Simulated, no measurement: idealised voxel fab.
Presented below is a process module, voxel released beams.
It is cross-section cut that appears here, measuring 290 nm in width, its square cells being 5 nm in size.
A cross-section in this document is a grid of square cells, and it is written down as bands, the top band listed before the ones below it; a band is made up of one or more rows of cells.
The band entry comprises the height of the band's top followed by the height of its bottom, expressed in nm, and subsequently the band's materials from left to right, each stated together with its width in nm. Where a single material is marked with the word "full width", that material fills the band from edge to edge. The word "blank" represents empty space.
All heights in this document are referenced to 0, defined as the level beneath which the wafer, as received, consists entirely of one material. The lowest band is not bounded below; it extends indefinitely downward and is written in the form "0 down".
With a width like "30->40", each row of cells in the band differs from the next by the same amount, the top row carrying the first number and the bottom row the second.
What does "no alterations made" mean for a step? It means no cell of the cross-section changed in that step.
Closed empty spaces (no open way to the top) of 8 cells or more are what "Voids, sealed" lists, each as width x height at distance from the left edge, nm for all three.
Text after the settings on a step's line: the simulator's own remark on that step.
"overlay nm", when on a step's line for a step with a mask, measures how far to the right of its planned place the mask lay; a negative measure means to the left.
The following list gives the planned process steps
1 RECEIVE,material Si
2 CONFORMAL_DEP,material SiN,thk nm 10
3 DIRECTIONAL_DEP,material SiO2,thk nm 20
4 MASKED_ETCH,tone open,mask id ANCHOR,width nm 35,etch materials SiO2,depth nm 20,overlay nm 0
5 CONFORMAL_DEP,material polySi,thk nm 10
6 MASKED_ETCH,tone cover,mask id BEAM,width nm 90,etch materials polySi,depth nm 10,overlay nm 0
7 STRIP,etch materials SiO2
Account of the first of two wafers, which was processed as intended
Wafer cross-section on receipt, i.e. after step 1
* 0 down: Si full width
* Voids, sealed: none
Wafer section view after processing step 2
* 10 to 0: SiN full width
* Unchanged below 0.
Wafer section view after processing step 3
* 30 to 10: SiO2 full width
* Unchanged below 10.
Wafer section view after processing step 4
* 30 to 10: SiO2 (100); blank (35); SiO2 (155)
* Unchanged below 10.
Wafer section view after processing step 5
* 40 to 30: polySi (110); blank (15); polySi (165)
* 30 to 20: SiO2 (100); polySi (10); blank (15); polySi (10); SiO2 (155)
* 20 to 10: SiO2 (100); polySi (35); SiO2 (155)
* Unchanged below 10.
Wafer section view after processing step 6
* 40 to 30: blank (95); polySi (15); blank (15); polySi (60); blank (105)
* Unchanged below 30.
Wafer section view after processing step 7
* 40 to 30: blank (95); polySi (15); blank (15); polySi (60); blank (105)
* 30 to 20: blank (100); polySi (10); blank (15); polySi (10); blank (155)
* 20 to 10: blank (100); polySi (35); blank (155)
* Unchanged below 10.
Second wafer: same start and same plan as the first, one execution error; identical to the first through step 1
Second wafer, cross-section, planned end of step 2
* 20 to 0: SiO2 full width
* Unchanged below 0.
Second wafer, cross-section, planned end of step 3
* 30 to 20: SiN full width
* Unchanged below 20.
Second wafer, cross-section, planned end of step 4: no alterations made
Second wafer, cross-section, planned end of step 5
* 40 to 30: polySi full width
* Unchanged below 30.
Second wafer, cross-section, planned end of step 6
* 40 to 30: blank (95); polySi (90); blank (105)
* Unchanged below 30.
Second wafer, cross-section, planned end of step 7: no alterations made
Which mistake was made when the wafer was run? note: step 2 <-> step 3, run order reversed vs plan
Materials where the second wafer ends with more or fewer cells than the first: +232 SiO2 | -16 polySi
